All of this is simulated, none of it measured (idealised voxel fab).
process module | voxel ribs on slabs
cross-section cut | 190 nm wide | cells 5 nm
A cross-section is a grid of square cells, given in bands from the top down. A band is one or more rows of cells.
Each band's line starts with the height of the band's top and of its bottom, in nm. Then come its materials from left to right, each with its width in nm. One material with "throughout" fills the band from edge to edge. "air" is empty space.
Height 0 is the level under which the wafer as received is all one material. The lowest band goes on downwards, as in "0 down".
A width such as "30 to 40" changes by the same amount from each row of cells to the next, from the band's top row to its bottom row.
"no change" after a step means that no cell of the cross-section changed.
closed voids: empty space of 8 cells or more with no open way to the top, each as width x height at its distance from the left edge, in nm
after a step's settings: what the simulator itself notes on the step
overlay nm, on a step with a mask: how far to the right of its planned place the mask lay; to the left if negative
plan
1 op RECEIVE | material Si
2 op DIRECTIONAL_DEP | material SiO2 | thk nm 30
3 op DIRECTIONAL_DEP | material polySi | thk nm 20
4 op PATTERN | tone cover | mask id RIB | material resist | width nm 30 | thk nm 20 | overlay nm 0
5 op DIRECTIONAL_ETCH | etch materials polySi | depth nm 15
6 op STRIP | etch materials resist
7 op PATTERN | tone cover | mask id SLAB | material resist | width nm 80 | thk nm 15 | overlay nm 0
8 op DIRECTIONAL_ETCH | etch materials polySi | depth nm 5
9 op STRIP | etch materials resist
10 op FILL_DEP | material SiO2 | thk nm 20
11 op CMP | height nm 60
12 op DIRECTIONAL_DEP | material W | thk nm 5
13 op MASKED_ETCH | tone cover | mask id HEATER | width nm 40 | etch materials W | depth nm 5 | overlay nm 0
14 op CONFORMAL_DEP | material SiO2 | thk nm 5
as received, after step 1
  0 down: Si throughout
  closed voids: none
first wafer at the end, as planned
  70 to 65: air 70 | SiO2 50 | air 70
  65 to 60: SiO2 75 | W 40 | SiO2 75
  60 to 50: SiO2 throughout
  50 to 35: SiO2 80 | polySi 30 | SiO2 80
  35 to 30: SiO2 55 | polySi 80 | SiO2 55
  30 to 0: SiO2 throughout
  0 down: Si throughout
  closed voids: none
second wafer at the end: like start, like plan, one mistake
  70 to 65: air 70 | SiO2 50 | air 70
  65 to 60: SiO2 75 | W 40 | SiO2 75
  60 to 50: SiO2 throughout
  50 to 35: SiO2 80 | polySi 30 | SiO2 80
  35 to 30: SiO2 55 | polySi 85 | SiO2 50
  30 to 0: SiO2 throughout
  0 down: Si throughout
  closed voids: none
what went wrong: step 7 ran as: op PATTERN | tone cover | mask id SLAB | material resist | width nm 85 | thk nm 15 | overlay nm 0
at the end the second wafer has, in cells: 1 fewer of SiO2 | 1 more of polySi
